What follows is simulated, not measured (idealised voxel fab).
process module | voxel self aligned contacts
cross-section cut | 210 nm wide | cells 5 nm
A cross-section is a grid of square cells, given in bands from the top down. A band is one or more rows of cells.
Each band's line starts with the height of the band's top and of its bottom, in nm. Then come its materials from left to right, each with its width in nm. One material with "throughout" fills the band from edge to edge. "air" is empty space.
Height 0 is the level under which the wafer as received is all one material. The lowest band goes on downwards, as in "0 down".
A width such as "30 to 40" changes by the same amount from each row of cells to the next, from the band's top row to its bottom row.
"no change" after a step means that no cell of the cross-section changed.
closed voids: empty space of 8 cells or more with no open way to the top, each as width x height at its distance from the left edge, in nm
after a step's settings: what the simulator itself notes on the step
overlay nm, on a step with a mask: how far to the right of its planned place the mask lay; to the left if negative
plan
1 op RECEIVE | material Si
2 op CONFORMAL_DEP | material SiO2 | thk nm 5
3 op DIRECTIONAL_DEP | material polySi | thk nm 20
4 op DIRECTIONAL_DEP | material SiN | thk nm 15
5 op DIRECTIONAL_DEP | material aC | thk nm 15
6 op PATTERN | tone cover | mask id GATE | material resist | width nm 30 | pitch nm 55 | thk nm 30 | overlay nm 0
7 op DIRECTIONAL_ETCH | etch materials aC | depth nm 15
8 op STRIP | etch materials resist
9 op DIRECTIONAL_ETCH | etch materials SiN | depth nm 15
10 op DIRECTIONAL_ETCH | etch materials polySi | depth nm 20
11 op STRIP | etch materials aC
12 op CONFORMAL_DEP | material SiN | thk nm 5
13 op DIRECTIONAL_ETCH | etch materials SiN | depth nm 5
14 op FILL_DEP | material SiO2 | thk nm 20
15 op CMP | height nm 50
16 op DIRECTIONAL_DEP | material aC | thk nm 10
17 op PATTERN | tone open | mask id CONTACT | material resist | width nm 35 | thk nm 30 | overlay nm 0
18 op DIRECTIONAL_ETCH | etch materials aC | depth nm 10
19 op STRIP | etch materials resist
20 op DIRECTIONAL_ETCH | etch materials SiO2 | depth nm 50
21 op STRIP | etch materials aC
22 op CONFORMAL_DEP | material TiN | thk nm 5
23 op FILL_DEP | material W | thk nm 10
24 op CMP | height nm 50
25 op CONFORMAL_DEP | material SiN | thk nm 5
as received, after step 1
  0 down: Si throughout
  closed voids: none
a wafer at the end: this start, this plan, one mistake
  55 to 50: SiN throughout
  50 to 40: SiO2 85 | TiN 5 to 20 | W 25 to 5 | TiN 5 to 10 | SiO2 90
  40 to 25: SiO2 60 | SiN 40 | TiN 5 | W 5 | TiN 5 | SiN 40 | SiO2 55
  25 to 5: SiO2 60 | SiN 5 | polySi 30 | SiN 5 | TiN 5 | W 5 | TiN 5 | SiN 5 | polySi 30 | SiN 5 | SiO2 55
  5 to 0: SiO2 100 | TiN 15 | SiO2 95
  0 down: Si throughout
  closed voids: none
what went wrong: step 6 ran as: op PATTERN | tone cover | mask id GATE | material resist | width nm 30 | pitch nm 55 | thk nm 30 | overlay nm 5
